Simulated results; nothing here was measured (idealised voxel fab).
Process module under the name voxel wiring stack
Section cut is 185 nm wide and gridded with 5 nm square cells.
Cross-section layout: square cells on a grid; listed as bands, top to bottom; a band spans one or more cell rows. Band: top height; bottom height; in nm. Then, left to right: material with width in nm, for each material. "everywhere": a single material spanning edge to edge. "blank": empty space. Basically, 0 is our baseline, since under it the wafer straight out of the box is all one material. The bottom band has no lower end and keeps on going down, so it looks like "0 nm and below". So if you see something like "30 to 40" for the width, read it as the top row of the band sitting at the first number and the bottom row at the second, with every row in between moving by the same amount as the last. Any step labelled "nothing changed" changed none of the cells in the cross-section. The label "Enclosed void catalog" introduces a list of the empty spaces, 8 cells or larger, that have no open way up to the top; each entry in it reads width x height at distance, where the distance is taken from the left edge and all three are stated in nm. That trailing text on a step's line, after the settings, is the simulator's own remark on the step. The optional step-line setting "overlay nm" applies to steps with a mask and quantifies how far to the right of its planned location the mask lay, a negative value indicating leftward placement.

[Below is the list of planned process steps]
| 1 | RECEIVE: material Si |
| 2 | CONFORMAL_DEP: material SiO2, thk nm 10 |
| 3 | CONFORMAL_DEP: material SiCN, thk nm 5 |
| 4 | DIRECTIONAL_DEP: material SiO2, thk nm 20 |
| 5 | DIRECTIONAL_DEP: material aC, thk nm 15 |
| 6 | PATTERN: tone open, mask id METAL_1, material resist, width nm 20, pitch nm 50, thk nm 35, overlay nm 0 |
| 7 | DIRECTIONAL_ETCH: etch materials aC, depth nm 15 |
| 8 | STRIP: etch materials resist |
| 9 | DIRECTIONAL_ETCH: etch materials SiO2, depth nm 20 |
| 10 | DIRECTIONAL_ETCH: etch materials SiCN, depth nm 5 |
| 11 | STRIP: etch materials aC |
| 12 | CONFORMAL_DEP: material TiN, thk nm 5 |
| 13 | FILL_DEP: material Ru, thk nm 5 |
| 14 | CMP: height nm 35 |
| 15 | CONFORMAL_DEP: material SiCN, thk nm 5 |
| 16 | DIRECTIONAL_DEP: material lowk, thk nm 35 |
| 17 | PATTERN: tone open, mask id METAL_2, material resist, width nm 30, pitch nm 50, thk nm 20, overlay nm 0 |
| 18 | DIRECTIONAL_ETCH: etch materials lowk, depth nm 20 |
| 19 | STRIP: etch materials resist |
| 20 | PATTERN: tone open, mask id METAL_2_HOLES, material resist, width nm 15, pitch nm 50, thk nm 15, overlay nm 0 |
| 21 | DIRECTIONAL_ETCH: etch materials lowk, depth nm 15 |
| 22 | DIRECTIONAL_ETCH: etch materials SiCN, depth nm 5 |
| 23 | STRIP: etch materials resist |
| 24 | CONFORMAL_DEP: material TiN, thk nm 5 |
| 25 | FILL_DEP: material Cu, thk nm 5 |
| 26 | CMP: height nm 75 |
| 27 | CONFORMAL_DEP: material SiN, thk nm 5 |
All wafers enter the flow in the same state. The width nm at step 6 differs from wafer to wafer, and the plan gives the value for the first wafer.

[Received wafers, first of several: cross-section after step 1]
0 nm and below = Si everywhere
Enclosed void catalog: none

[Wafer cross-section (first of several) - module end, post step 27 (last step)]
80 nm to 75 nm = SiN everywhere
75 nm to 60 nm = 50 lowk; 5 TiN; 20 Cu; 5 TiN; 20 lowk; 5 TiN; 20 Cu; 5 TiN; 55 lowk
60 nm to 55 nm = 50 lowk; 5 TiN; 5 Cu; 20 TiN; 20 lowk; 5 TiN; 5 Cu; 20 TiN; 55 lowk
55 nm to 40 nm = 50 lowk; 5 TiN; 5 Cu; 5 TiN; 35 lowk; 5 TiN; 5 Cu; 5 TiN; 70 lowk
40 nm to 35 nm = 50 SiCN; 15 TiN; 35 SiCN; 15 TiN; 70 SiCN
35 nm to 15 nm = 55 SiO2; 5 TiN; 10 Ru; 5 TiN; 30 SiO2; 5 TiN; 10 Ru; 5 TiN; 60 SiO2
15 nm to 10 nm = 55 SiCN; 20 TiN; 30 SiCN; 20 TiN; 60 SiCN
10 nm to 0 nm = SiO2 everywhere
0 nm and below = Si everywhere
Enclosed void catalog: none

[The last wafer as seen in cross-section at the end of the module]
80 nm to 75 nm = SiN everywhere
75 nm to 60 nm = 50 lowk; 5 TiN; 20 Cu; 5 TiN; 20 lowk; 5 TiN; 20 Cu; 5 TiN; 55 lowk
60 nm to 55 nm = 50 lowk; 5 TiN; 5 Cu; 20 TiN; 20 lowk; 5 TiN; 5 Cu; 20 TiN; 55 lowk
55 nm to 40 nm = 50 lowk; 5 TiN; 5 Cu; 5 TiN; 35 lowk; 5 TiN; 5 Cu; 5 TiN; 70 lowk
40 nm to 35 nm = 50 SiCN; 15 TiN; 35 SiCN; 15 TiN; 70 SiCN
35 nm to 15 nm = 50 SiO2; 5 TiN; 25 Ru; 5 TiN; 15 SiO2; 5 TiN; 25 Ru; 5 TiN; 50 SiO2
15 nm to 10 nm = 50 SiCN; 35 TiN; 15 SiCN; 35 TiN; 50 SiCN
10 nm to 0 nm = SiO2 everywhere
0 nm and below = Si everywhere
Enclosed void catalog: none

[Take any row and you have a wafer at the end of the module: how many cells of each material it has gained (+) or lost (-) since it was received, and then its closed voids]
width nm 20; +32 Cu; +16 Ru; +60 SiCN; +37 SiN; +190 SiO2; +64 TiN; +193 lowk; Enclosed void catalog: none
width nm 25; +32 Cu; +24 Ru; +58 SiCN; +37 SiN; +182 SiO2; +66 TiN; +193 lowk; Enclosed void catalog: none
width nm 30; +32 Cu; +32 Ru; +56 SiCN; +37 SiN; +174 SiO2; +68 TiN; +193 lowk; Enclosed void catalog: none
width nm 35; +32 Cu; +40 Ru; +54 SiCN; +37 SiN; +166 SiO2; +70 TiN; +193 lowk; Enclosed void catalog: none
